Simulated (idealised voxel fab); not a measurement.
Module name: voxel transistor to metal (process module)
Cross-sectional view cut (width: 285 nm; square cell size: 5 nm).
In what follows, cross-sections appear as grids of square cells, described through bands that run from the top down, where every band is one or more rows of cells.
Band: top and bottom heights (nm) first, top before bottom; then materials from left to right, widths in nm. "throughout" marks a sole material filling the band edge to edge. "air" denotes empty space.
A quick word on heights: they are counted from 0, and under that level the wafer as it came to us is one material throughout. The lowest band is different from the rest in having no bottom; it simply continues downward, written as in "top 0, no bottom".
The expression "30 to 40" gives the width at the extremes of the band, the first number at its top row of cells and the second at its bottom row, with the width changing by equal amounts from each row to the next in between.
The designation "all unchanged", where it is given for a processing step, indicates that no cell of the cross-section was altered in the course of that step.
What "Non-vented voids" gives you is every empty space of 8 cells or more that is cut off from the top. Each appears as width x height at distance, with the distance taken from the left edge and width, height and distance all in nm.
Formally, on a step line, whatever follows the settings is a remark that the simulator itself makes on the step.
The optional step-line setting "overlay nm" applies to steps with a mask and quantifies how far to the right of its planned location the mask lay, a negative value indicating leftward placement.

## The process steps that were planned are listed below
step 1: RECEIVE [material Si]
step 2: OXIDIZE [depth nm 5]
step 3: CONFORMAL_DEP [material SiN] [thk nm 10]
step 4: DIRECTIONAL_DEP [material aC] [thk nm 15]
step 5: PATTERN [tone cover] [mask id ACTIVE] [material resist] [width nm 105] [pitch nm 130] [thk nm 30] [overlay nm 0]
step 6: DIRECTIONAL_ETCH [etch materials aC] [depth nm 15]
step 7: STRIP [etch materials resist]
step 8: DIRECTIONAL_ETCH [etch materials SiN] [depth nm 10]
step 9: DIRECTIONAL_ETCH [etch materials SiO2] [depth nm 5]
step 10: DIRECTIONAL_ETCH [etch materials Si] [depth nm 20]
step 11: STRIP [etch materials aC]
step 12: FILL_DEP [material SiO2] [thk nm 5]
step 13: CMP [height nm 10]
step 14: SELECTIVE_ETCH [etch materials SiO2] [depth nm 10]
step 15: STRIP [etch materials SiN]
step 16: SELECTIVE_ETCH [etch materials SiO2] [depth nm 5]
step 17: OXIDIZE [depth nm 5]
step 18: DIRECTIONAL_DEP [material polySi] [thk nm 20]
step 19: DIRECTIONAL_DEP [material SiCN] [thk nm 10]
step 20: PATTERN [tone cover] [mask id GATE] [material resist] [width nm 35] [pitch nm 130] [thk nm 15] [overlay nm 0]
step 21: DIRECTIONAL_ETCH [etch materials SiCN] [depth nm 20]
step 22: DIRECTIONAL_ETCH [etch materials polySi] [depth nm 30]
step 23: STRIP [etch materials resist]
step 24: CONFORMAL_DEP [material SiN] [thk nm 10]
step 25: DIRECTIONAL_ETCH [etch materials SiN] [depth nm 10]
step 26: DIRECTIONAL_ETCH [etch materials SiO2] [depth nm 5]
step 27: DIRECTIONAL_ETCH [etch materials Si] [depth nm 10]
step 28: EPI [material pSi] [thk nm 15]
step 29: FILL_DEP [material SiO2] [thk nm 5]
step 30: CMP [height nm 15]
step 31: STRIP [etch materials polySi]
step 32: SELECTIVE_ETCH [etch materials SiO2] [depth nm 5]
step 33: CONFORMAL_DEP [material HfO2] [thk nm 5]
step 34: CONFORMAL_DEP [material TiN] [thk nm 5]
step 35: FILL_DEP [material W] [thk nm 10]
step 36: CMP [height nm 10]
step 37: DIRECTIONAL_DEP [material SiO2] [thk nm 10]
step 38: MASKED_ETCH [tone open] [mask id CONTACT] [width nm 15] [etch materials SiO2] [depth nm 25] [overlay nm 0]
step 39: CONFORMAL_DEP [material TiN] [thk nm 5]
step 40: FILL_DEP [material W] [thk nm 10]
step 41: CMP [height nm 20]
step 42: DIRECTIONAL_DEP [material TiN] [thk nm 5]
step 43: DIRECTIONAL_DEP [material W] [thk nm 25]
step 44: PATTERN [tone cover] [mask id METAL_1] [material resist] [width nm 15] [thk nm 15] [overlay nm 0]
step 45: DIRECTIONAL_ETCH [etch materials W] [depth nm 25]
step 46: DIRECTIONAL_ETCH [etch materials TiN] [depth nm 5]
step 47: STRIP [etch materials resist]
step 48: CONFORMAL_DEP [material SiN] [thk nm 5]
step 49: FILL_DEP [material lowk] [thk nm 5]
step 50: CMP [height nm 50]
step 51: CONFORMAL_DEP [material SiCN] [thk nm 5]
step 52: DIRECTIONAL_DEP [material lowk] [thk nm 25]
step 53: DIRECTIONAL_DEP [material aC] [thk nm 10]
step 54: PATTERN [tone open] [mask id METAL_2] [material resist] [width nm 15] [pitch nm 130] [thk nm 25] [overlay nm 0]
step 55: DIRECTIONAL_ETCH [etch materials aC] [depth nm 10]
step 56: STRIP [etch materials resist]
step 57: DIRECTIONAL_ETCH [etch materials lowk] [depth nm 15]
step 58: STRIP [etch materials aC]
step 59: DIRECTIONAL_DEP [material aC] [thk nm 15]
step 60: PATTERN [tone open] [mask id METAL_2_HOLES] [material resist] [width nm 15] [pitch nm 130] [thk nm 35] [overlay nm 0]
step 61: DIRECTIONAL_ETCH [etch materials aC] [depth nm 15]
step 62: STRIP [etch materials resist]
step 63: DIRECTIONAL_ETCH [etch materials lowk] [depth nm 10]
step 64: DIRECTIONAL_ETCH [etch materials SiCN] [depth nm 5]
step 65: STRIP [etch materials aC]
step 66: CONFORMAL_DEP [material TiN] [thk nm 5]
step 67: FILL_DEP [material Cu] [thk nm 10]
step 68: CMP [height nm 80]
step 69: CONFORMAL_DEP [material SiCN] [thk nm 5]

## As-received state of the wafer in cross-section, equivalent to post-step 1
* top 0, no bottom: Si throughout
* Non-vented voids: none

## Module complete - cross-section of the first of two wafers, run according to plan
* top 85, bottom 80: SiCN throughout
* top 80, bottom 55: 30 lowk; 5 TiN; 5 Cu; 5 TiN; 115 lowk; 5 TiN; 5 Cu; 5 TiN; 110 lowk
* top 55, bottom 50: 30 SiCN; 15 TiN; 115 SiCN; 15 TiN; 110 SiCN
* top 50, bottom 25: 25 lowk; 5 SiN; 15 W; 5 SiN; 55 lowk; 5 SiN; 15 W; 5 SiN; 25 lowk; 5 SiN; 15 W; 5 SiN; 55 lowk; 5 SiN; 15 W; 5 SiN; 25 lowk
* top 25, bottom 20: 30 SiN; 15 TiN; 65 SiN; 15 TiN; 35 SiN; 15 TiN; 65 SiN; 15 TiN; 30 SiN
* top 20, bottom 10: 30 SiO2; 5 TiN; 5 W; 5 TiN; 65 SiO2; 5 TiN; 5 W; 5 TiN; 35 SiO2; 5 TiN; 5 W; 5 TiN; 65 SiO2; 5 TiN; 5 W; 5 TiN; 30 SiO2
* top 10, bottom 5: 30 SiO2; 15 TiN; 5 SiO2; 10 SiN; 5 HfO2; 5 TiN; 15 W; 5 TiN; 5 HfO2; 10 SiN; 5 SiO2; 15 TiN; 35 SiO2; 15 TiN; 5 SiO2; 10 SiN; 5 HfO2; 5 TiN; 15 W; 5 TiN; 5 HfO2; 10 SiN; 5 SiO2; 15 TiN; 30 SiO2
* top 5, bottom 0: 30 SiO2; 5 TiN; 15 pSi; 10 SiN; 5 HfO2; 5 TiN; 15 W; 5 TiN; 5 HfO2; 10 SiN; 15 pSi; 5 TiN; 35 SiO2; 5 TiN; 15 pSi; 10 SiN; 5 HfO2; 5 TiN; 15 W; 5 TiN; 5 HfO2; 10 SiN; 15 pSi; 5 TiN; 30 SiO2
* top 0, bottom -5: 30 SiO2; 5 TiN; 15 pSi; 10 SiN; 5 HfO2; 25 TiN; 5 HfO2; 10 SiN; 15 pSi; 5 TiN; 35 SiO2; 5 TiN; 15 pSi; 10 SiN; 5 HfO2; 25 TiN; 5 HfO2; 10 SiN; 15 pSi; 5 TiN; 30 SiO2
* top -5, bottom -10: 20 SiO2; 30 pSi; 5 SiO2; 45 HfO2; 5 SiO2; 30 pSi; 15 SiO2; 30 pSi; 5 SiO2; 45 HfO2; 5 SiO2; 30 pSi; 20 SiO2
* top -10, bottom -20: 25 SiO2; 25 pSi; 55 Si; 25 pSi; 25 SiO2; 25 pSi; 55 Si; 25 pSi; 25 SiO2
* top -20, bottom -25: 25 SiO2; 105 Si; 25 SiO2; 105 Si; 25 SiO2
* top -25, no bottom: Si throughout
* Non-vented voids: none

## Same start, same plan as the first wafer - but one mistake in the run. Cross-section of the second of the two at the end of the module
* top 85, bottom 80: SiCN throughout
* top 80, bottom 55: 30 lowk; 5 TiN; 5 Cu; 5 TiN; 115 lowk; 5 TiN; 5 Cu; 5 TiN; 110 lowk
* top 55, bottom 50: 30 SiCN; 15 TiN; 115 SiCN; 15 TiN; 110 SiCN
* top 50, bottom 25: 25 lowk; 5 SiN; 15 W; 5 SiN; 55 lowk; 5 SiN; 15 W; 5 SiN; 25 lowk; 5 SiN; 15 W; 5 SiN; 55 lowk; 5 SiN; 15 W; 5 SiN; 25 lowk
* top 25, bottom 20: 30 SiN; 15 TiN; 65 SiN; 15 TiN; 35 SiN; 15 TiN; 65 SiN; 15 TiN; 30 SiN
* top 20, bottom 15: 30 SiO2; 5 TiN; 5 W; 5 TiN; 65 SiO2; 5 TiN; 5 W; 5 TiN; 35 SiO2; 5 TiN; 5 W; 5 TiN; 65 SiO2; 5 TiN; 5 W; 5 TiN; 30 SiO2
* top 15, bottom 10: 30 SiO2; 15 TiN; 65 SiO2; 15 TiN; 35 SiO2; 15 TiN; 65 SiO2; 15 TiN; 30 SiO2
* top 10, bottom 5: 50 TiN; 10 SiN; 5 HfO2; 5 TiN; 15 W; 5 TiN; 5 HfO2; 10 SiN; 75 TiN; 10 SiN; 5 HfO2; 5 TiN; 15 W; 5 TiN; 5 HfO2; 10 SiN; 50 TiN
* top 5, bottom 0: 35 TiN; 15 pSi; 10 SiN; 5 HfO2; 5 TiN; 15 W; 5 TiN; 5 HfO2; 10 SiN; 15 pSi; 45 TiN; 15 pSi; 10 SiN; 5 HfO2; 5 TiN; 15 W; 5 TiN; 5 HfO2; 10 SiN; 15 pSi; 35 TiN
* top 0, bottom -5: 35 TiN; 15 pSi; 10 SiN; 5 HfO2; 25 TiN; 5 HfO2; 10 SiN; 15 pSi; 45 TiN; 15 pSi; 10 SiN; 5 HfO2; 25 TiN; 5 HfO2; 10 SiN; 15 pSi; 35 TiN
* top -5, bottom -10: 20 TiN; 30 pSi; 5 SiO2; 45 HfO2; 5 SiO2; 30 pSi; 15 TiN; 30 pSi; 5 SiO2; 45 HfO2; 5 SiO2; 30 pSi; 20 TiN
* top -10, bottom -20: 25 SiO2; 25 pSi; 55 Si; 25 pSi; 25 SiO2; 25 pSi; 55 Si; 25 pSi; 25 SiO2
* top -20, bottom -25: 25 SiO2; 105 Si; 25 SiO2; 105 Si; 25 SiO2
* top -25, no bottom: Si throughout
* Non-vented voids: none
Misprocessing identified: not per plan at step 29, really ran FILL_DEP [material TiN] [thk nm 5]
Wrapping up, a cell-based count of both wafers puts the second over or under the first for these materials: SiO2: 72 fewer, TiN: 76 more, W: 4 fewer
